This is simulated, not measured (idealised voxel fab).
process module | voxel fin reveal
cross-section cut | 275 nm wide | cells 5 nm
A cross-section is a grid of square cells, given in bands from the top down. A band is one or more rows of cells.
Each band's line starts with the height of the band's top and of its bottom, in nm. Then come its materials from left to right, each with its width in nm. One material with "throughout" fills the band from edge to edge. "air" is empty space.
Height 0 is the level under which the wafer as received is all one material. The lowest band goes on downwards, as in "0 down".
A width such as "30 to 40" changes by the same amount from each row of cells to the next, from the band's top row to its bottom row.
"no change" after a step means that no cell of the cross-section changed.
closed voids: empty space of 8 cells or more with no open way to the top, each as width x height at its distance from the left edge, in nm
after a step's settings: what the simulator itself notes on the step
overlay nm, on a step with a mask: how far to the right of its planned place the mask lay; to the left if negative
plan
1 op RECEIVE | material Si
2 op CONFORMAL_DEP | material SiN | thk nm 5
3 op PATTERN | tone cover | mask id FINS | material resist | width nm 15 | pitch nm 35 | thk nm 15 | overlay nm 0
4 op DIRECTIONAL_ETCH | etch materials SiN | depth nm 5
5 op DIRECTIONAL_ETCH | etch materials Si | depth nm 40
6 op STRIP | etch materials resist
7 op FILL_DEP | material SiO2 | thk nm 10
8 op CMP | height nm 5
9 op SELECTIVE_ETCH | etch materials SiO2 | depth nm 25
10 op STRIP | etch materials SiN
11 op CONFORMAL_DEP | material HfO2 | thk nm 5
first wafer, as planned
as received, after step 1
  0 down: Si throughout
  closed voids: none
after step 2
  5 to 0: SiN throughout
  below 0: unchanged
after step 3
  20 to 5: air 75 | resist 15 | air 20 | resist 15 | air 20 | resist 15 | air 20 | resist 15 | air 80
  below 5: unchanged
after step 4
  20 to 5: air 75 | resist 15 | air 20 | resist 15 | air 20 | resist 15 | air 20 | resist 15 | air 80
  5 to 0: air 75 | SiN 15 | air 20 | SiN 15 | air 20 | SiN 15 | air 20 | SiN 15 | air 80
  below 0: unchanged
after step 5
  20 to 5: air 75 | resist 15 | air 20 | resist 15 | air 20 | resist 15 | air 20 | resist 15 | air 80
  5 to 0: air 75 | SiN 15 | air 20 | SiN 15 | air 20 | SiN 15 | air 20 | SiN 15 | air 80
  0 to -40: air 75 | Si 15 | air 20 | Si 15 | air 20 | Si 15 | air 20 | Si 15 | air 80
  below -40: unchanged
after step 6
  5 to 0: air 75 | SiN 15 | air 20 | SiN 15 | air 20 | SiN 15 | air 20 | SiN 15 | air 80
  below 0: unchanged
after step 7
  15 to 5: SiO2 throughout
  5 to 0: SiO2 75 | SiN 15 | SiO2 20 | SiN 15 | SiO2 20 | SiN 15 | SiO2 20 | SiN 15 | SiO2 80
  0 to -40: SiO2 75 | Si 15 | SiO2 20 | Si 15 | SiO2 20 | Si 15 | SiO2 20 | Si 15 | SiO2 80
  below -40: unchanged
after step 8
  5 to 0: SiO2 75 | SiN 15 | SiO2 20 | SiN 15 | SiO2 20 | SiN 15 | SiO2 20 | SiN 15 | SiO2 80
  below 0: unchanged
after step 9
  5 to 0: air 75 | SiN 15 | air 20 | SiN 15 | air 20 | SiN 15 | air 20 | SiN 15 | air 80
  0 to -20: air 75 | Si 15 | air 20 | Si 15 | air 20 | Si 15 | air 20 | Si 15 | air 80
  below -20: unchanged
after step 10
  0 to -20: air 75 | Si 15 | air 20 | Si 15 | air 20 | Si 15 | air 20 | Si 15 | air 80
  below -20: unchanged
after step 11
  5 to 0: air 70 | HfO2 25 | air 10 | HfO2 25 | air 10 | HfO2 25 | air 10 | HfO2 25 | air 75
  0 to -15: air 70 | HfO2 5 | Si 15 | HfO2 5 | air 10 | HfO2 5 | Si 15 | HfO2 5 | air 10 | HfO2 5 | Si 15 | HfO2 5 | air 10 | HfO2 5 | Si 15 | HfO2 5 | air 75
  -15 to -20: HfO2 75 | Si 15 | HfO2 20 | Si 15 | HfO2 20 | Si 15 | HfO2 20 | Si 15 | HfO2 80
  below -20: unchanged
second wafer: like start, like plan, one mistake. Through step 2 it matches the first wafer
when step 3 should have ended
  20 to 5: air 85 | resist 15 | air 20 | resist 15 | air 20 | resist 15 | air 20 | resist 15 | air 70
  below 5: unchanged
when step 4 should have ended
  20 to 5: air 85 | resist 15 | air 20 | resist 15 | air 20 | resist 15 | air 20 | resist 15 | air 70
  5 to 0: air 85 | SiN 15 | air 20 | SiN 15 | air 20 | SiN 15 | air 20 | SiN 15 | air 70
  below 0: unchanged
when step 5 should have ended
  20 to 5: air 85 | resist 15 | air 20 | resist 15 | air 20 | resist 15 | air 20 | resist 15 | air 70
  5 to 0: air 85 | SiN 15 | air 20 | SiN 15 | air 20 | SiN 15 | air 20 | SiN 15 | air 70
  0 to -40: air 85 | Si 15 | air 20 | Si 15 | air 20 | Si 15 | air 20 | Si 15 | air 70
  below -40: unchanged
when step 6 should have ended
  5 to 0: air 85 | SiN 15 | air 20 | SiN 15 | air 20 | SiN 15 | air 20 | SiN 15 | air 70
  below 0: unchanged
when step 7 should have ended
  15 to 5: SiO2 throughout
  5 to 0: SiO2 85 | SiN 15 | SiO2 20 | SiN 15 | SiO2 20 | SiN 15 | SiO2 20 | SiN 15 | SiO2 70
  0 to -40: SiO2 85 | Si 15 | SiO2 20 | Si 15 | SiO2 20 | Si 15 | SiO2 20 | Si 15 | SiO2 70
  below -40: unchanged
when step 8 should have ended
  5 to 0: SiO2 85 | SiN 15 | SiO2 20 | SiN 15 | SiO2 20 | SiN 15 | SiO2 20 | SiN 15 | SiO2 70
  below 0: unchanged
when step 9 should have ended
  5 to 0: air 85 | SiN 15 | air 20 | SiN 15 | air 20 | SiN 15 | air 20 | SiN 15 | air 70
  0 to -20: air 85 | Si 15 | air 20 | Si 15 | air 20 | Si 15 | air 20 | Si 15 | air 70
  below -20: unchanged
when step 10 should have ended
  0 to -20: air 85 | Si 15 | air 20 | Si 15 | air 20 | Si 15 | air 20 | Si 15 | air 70
  below -20: unchanged
when step 11 should have ended
  5 to 0: air 80 | HfO2 25 | air 10 | HfO2 25 | air 10 | HfO2 25 | air 10 | HfO2 25 | air 65
  0 to -15: air 80 | HfO2 5 | Si 15 | HfO2 5 | air 10 | HfO2 5 | Si 15 | HfO2 5 | air 10 | HfO2 5 | Si 15 | HfO2 5 | air 10 | HfO2 5 | Si 15 | HfO2 5 | air 65
  -15 to -20: HfO2 85 | Si 15 | HfO2 20 | Si 15 | HfO2 20 | Si 15 | HfO2 20 | Si 15 | HfO2 70
  below -20: unchanged
what went wrong: step 3 ran as: op PATTERN | tone cover | mask id FINS | material resist | width nm 15 | pitch nm 35 | thk nm 15 | overlay nm 10
at the end the second wafer has, in cells: as many of each material as the first, in other places
